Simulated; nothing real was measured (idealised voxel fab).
process module | voxel trench capacitor
cross-section cut | 270 nm wide | cells 5 nm
A cross-section is a grid of square cells, given in bands from the top down. A band is one or more rows of cells.
Each band's line starts with the height of the band's top and of its bottom, in nm. Then come its materials from left to right, each with its width in nm. One material with "throughout" fills the band from edge to edge. "air" is empty space.
Height 0 is the level under which the wafer as received is all one material. The lowest band goes on downwards, as in "0 down".
A width such as "30 to 40" changes by the same amount from each row of cells to the next, from the band's top row to its bottom row.
"no change" after a step means that no cell of the cross-section changed.
closed voids: empty space of 8 cells or more with no open way to the top, each as width x height at its distance from the left edge, in nm
after a step's settings: what the simulator itself notes on the step
overlay nm, on a step with a mask: how far to the right of its planned place the mask lay; to the left if negative
plan
1 op RECEIVE | material Si
2 op CONFORMAL_DEP | material SiN | thk nm 5
3 op PATTERN | tone open | mask id TRENCH | material resist | width nm 25 | pitch nm 50 | thk nm 20 | overlay nm 0
4 op DIRECTIONAL_ETCH | etch materials SiN | depth nm 5
5 op DIRECTIONAL_ETCH | etch materials Si | depth nm 40
6 op STRIP | etch materials resist
7 op CONFORMAL_DEP | material SiO2 | thk nm 5
8 op FILL_DEP | material polySi | thk nm 5
9 op CMP | height nm 5
as received, after step 1
  0 down: Si throughout
  closed voids: none
a wafer at the end: this start, this plan, one mistake
  5 to 0: polySi 65 | SiO2 5 | SiN 25 | SiO2 5 | polySi 15 | SiO2 5 | SiN 25 | SiO2 5 | polySi 15 | SiO2 5 | SiN 25 | SiO2 5 | polySi 70
  0 to -35: polySi 65 | SiO2 5 | Si 25 | SiO2 5 | polySi 15 | SiO2 5 | Si 25 | SiO2 5 | polySi 15 | SiO2 5 | Si 25 | SiO2 5 | polySi 70
  -35 to -40: SiO2 70 | Si 25 | SiO2 25 | Si 25 | SiO2 25 | Si 25 | SiO2 75
  -40 down: Si throughout
  closed voids: none
what went wrong: step 3 ran as: op PATTERN | tone cover | mask id TRENCH | material resist | width nm 25 | pitch nm 50 | thk nm 20 | overlay nm 0
